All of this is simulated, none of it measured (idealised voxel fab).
The process module that follows is named voxel self aligned contacts.
The figure presents cross-section cut, which has a width of 270 nm and is divided into square cells with an edge length of 5 nm.
In this document a cross-section is written as a grid of square cells. It is given as a series of bands, listed from the top down, and a band is one or more rows of cells.
Band: top height; bottom height; in nm. Then, left to right: material with width in nm, for each material. "full width": a single material spanning edge to edge. "blank": empty space.
Heights are reckoned from 0. Under this level, the received wafer is all of one material. The bottommost band is open-ended downward, for example "0 and below".
Graded width ("30 to 40"): value in top row of band = first number; value in bottom row = second number; row-to-row change constant.
No cell of the cross-section changed in a step that is given as "nothing altered".
What "Sealed cavities" gives you is every empty space of 8 cells or more that is cut off from the top. Each appears as width x height at distance, with the distance taken from the left edge and width, height and distance all in nm.
The remark found on a step's line after its settings is issued by the simulator itself and pertains to that step.
"overlay nm", when on a step's line for a step with a mask, measures how far to the right of its planned place the mask lay; a negative measure means to the left.

-- These are the steps we planned for the process
| 1 | RECEIVE [material Si] |
| 2 | CONFORMAL_DEP [material SiO2] [thk nm 5] |
| 3 | DIRECTIONAL_DEP [material polySi] [thk nm 20] |
| 4 | DIRECTIONAL_DEP [material SiN] [thk nm 20] |
| 5 | DIRECTIONAL_DEP [material aC] [thk nm 15] |
| 6 | PATTERN [tone cover] [mask id GATE] [material resist] [width nm 25] [pitch nm 65] [thk nm 30] [overlay nm 0] |
| 7 | DIRECTIONAL_ETCH [etch materials aC] [depth nm 15] |
| 8 | STRIP [etch materials resist] |
| 9 | DIRECTIONAL_ETCH [etch materials SiN] [depth nm 20] |
| 10 | DIRECTIONAL_ETCH [etch materials polySi] [depth nm 20] |
| 11 | STRIP [etch materials aC] |
| 12 | CONFORMAL_DEP [material SiN] [thk nm 10] |
| 13 | DIRECTIONAL_ETCH [etch materials SiN] [depth nm 10] |
| 14 | FILL_DEP [material SiO2] [thk nm 15] |
| 15 | CMP [height nm 55] |
| 16 | MASKED_ETCH [tone open] [mask id CONTACT] [width nm 50] [pitch nm 65] [etch materials SiO2] [depth nm 55] [overlay nm 0] |
| 17 | CONFORMAL_DEP [material TiN] [thk nm 5] |
| 18 | FILL_DEP [material W] [thk nm 5] |
| 19 | CMP [height nm 55] |
| 20 | CONFORMAL_DEP [material SiCN] [thk nm 5] |

-- Wafer cross-section on receipt, i.e. after step 1
	0 and below = Si full width
	Sealed cavities: none

-- End state of the module in cross-section, given the above starting point and plan and one mistake in execution
	60 down to 55 = SiCN full width
	55 down to 45 = SiO2 (75)  TiN (5 to 20)  W (40 to 10)  TiN (5 to 20)  SiO2 (15)  TiN (5 to 20)  W (40 to 10)  TiN (5 to 20)  SiO2 (80)
	45 down to 25 = SiO2 (45)  SiN (45)  TiN (5)  W (10)  TiN (5)  SiN (45)  TiN (5)  W (10)  TiN (5)  SiN (45)  SiO2 (50)
	25 down to 20 = SiO2 (90)  TiN (20)  SiO2 (45)  TiN (20)  SiO2 (95)
	20 down to 0 = polySi full width
	0 and below = Si full width
	Sealed cavities: none
What was the processing mistake? swap of plan steps 2 and 3 during execution
